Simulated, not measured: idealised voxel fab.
Process module under the name voxel self aligned contacts
Section shown: cut. Width: 205 nm. Cell size: 5 nm, square.
Cross-section = grid of square cells, listed top down in bands; band = one or more rows. The band entry comprises the height of the band's top followed by the height of its bottom, expressed in nm, and subsequently the band's materials from left to right, each stated together with its width in nm. Where a single material is marked with the word "all across", that material fills the band from edge to edge. The word "empty" represents empty space. Height 0 is the level under which the wafer as received is all one material. The lowest band goes on downwards, as in "z 0 and below". The two numbers in a width such as "30->40" mark its ends across the band: the first belongs to the top row of cells, the second to the bottom row, and from each row to the next the width moves by the same amount. Where the words "remains unaltered" appear for a step, the cross-section shows no cell changed by that step; every cell remained as before. The entry "Unvented cavities" lists the empty spaces that cover at least 8 cells and have no open path to the top. Each is written as width x height at distance, where the distance is measured from the left edge and all three values are in nm. It should be noted that, on the line of a given step, the content following the step's settings is a remark produced by the simulator itself with respect to that step. A step's line can hold "overlay nm"; with a mask on that step, the setting says how far right of the planned place the mask lay, while a negative setting says it lay to the left.
**This section lists the process steps that were planned**
1: RECEIVE with material Si
2: OXIDIZE with depth nm 5
3: DIRECTIONAL_DEP with material polySi, thk nm 20
4: DIRECTIONAL_DEP with material SiN, thk nm 20
5: PATTERN with tone cover, mask id GATE, material resist, width nm 35, pitch nm 65, thk nm 20, overlay nm 0
6: DIRECTIONAL_ETCH with etch materials SiN, depth nm 20
7: DIRECTIONAL_ETCH with etch materials polySi, depth nm 20
8: STRIP with etch materials resist
9: CONFORMAL_DEP with material SiN, thk nm 5
10: DIRECTIONAL_ETCH with etch materials SiN, depth nm 5
11: FILL_DEP with material SiO2, thk nm 15
12: CMP with height nm 50
13: PATTERN with tone open, mask id CONTACT, material resist, width nm 40, pitch nm 65, thk nm 15, overlay nm 0
14: DIRECTIONAL_ETCH with etch materials SiO2, depth nm 55
15: STRIP with etch materials resist
16: CONFORMAL_DEP with material TiN, thk nm 5
17: FILL_DEP with material W, thk nm 5
18: CMP with height nm 50
19: CONFORMAL_DEP with material SiN, thk nm 5
**Cross-section, incoming material, after step 1**
	z 0 and below  Si all across
	Unvented cavities: none
**Module complete - cross-section of the first of two wafers, run according to plan**
	z 55 to 50  SiN all across
	z 50 to 40  SiO2 50 nm, TiN 5->15 nm, W 30->10 nm, TiN 5->15 nm, SiO2 25 nm, TiN 5->15 nm, W 30->10 nm, TiN 5->15 nm, SiO2 50 nm
	z 40 to 20  SiO2 15 nm, SiN 45 nm, TiN 5 nm, W 10 nm, TiN 5 nm, SiN 45 nm, TiN 5 nm, W 10 nm, TiN 5 nm, SiN 45 nm, SiO2 15 nm
	z 20 to 0  SiO2 15 nm, SiN 5 nm, polySi 35 nm, SiN 5 nm, TiN 5 nm, W 10 nm, TiN 5 nm, SiN 5 nm, polySi 35 nm, SiN 5 nm, TiN 5 nm, W 10 nm, TiN 5 nm, SiN 5 nm, polySi 35 nm, SiN 5 nm, SiO2 15 nm
	z 0 to -5  SiO2 60 nm, TiN 20 nm, SiO2 45 nm, TiN 20 nm, SiO2 60 nm
	z -5 and below  Si all across
	Unvented cavities: none
**Second wafer through the module, sectioned at the end: same beginning and same plan as the first wafer, with one mistake in carrying it out**
	z 55 to 50  SiN all across
	z 50 to 40  SiO2 45 nm, TiN 5->20 nm, W 30->10 nm, TiN 5->10 nm, SiO2 25 nm, TiN 5->20 nm, W 30->10 nm, TiN 5->10 nm, SiO2 55 nm
	z 40 to 20  SiO2 15 nm, SiN 45 nm, TiN 5 nm, W 10 nm, TiN 5 nm, SiN 45 nm, TiN 5 nm, W 10 nm, TiN 5 nm, SiN 45 nm, SiO2 15 nm
	z 20 to 0  SiO2 15 nm, SiN 5 nm, polySi 35 nm, SiN 5 nm, TiN 5 nm, W 10 nm, TiN 5 nm, SiN 5 nm, polySi 35 nm, SiN 5 nm, TiN 5 nm, W 10 nm, TiN 5 nm, SiN 5 nm, polySi 35 nm, SiN 5 nm, SiO2 15 nm
	z 0 to -5  SiO2 60 nm, TiN 20 nm, SiO2 45 nm, TiN 20 nm, SiO2 60 nm
	z -5 and below  Si all across
	Unvented cavities: none
Deviation from plan: planned and actual differ for step 13; actual: PATTERN with tone open, mask id CONTACT, material resist, width nm 40, pitch nm 65, thk nm 15, overlay nm -5
Matching per-material cell counts, mismatched positions: that is how the second wafer compares with the first at the end.
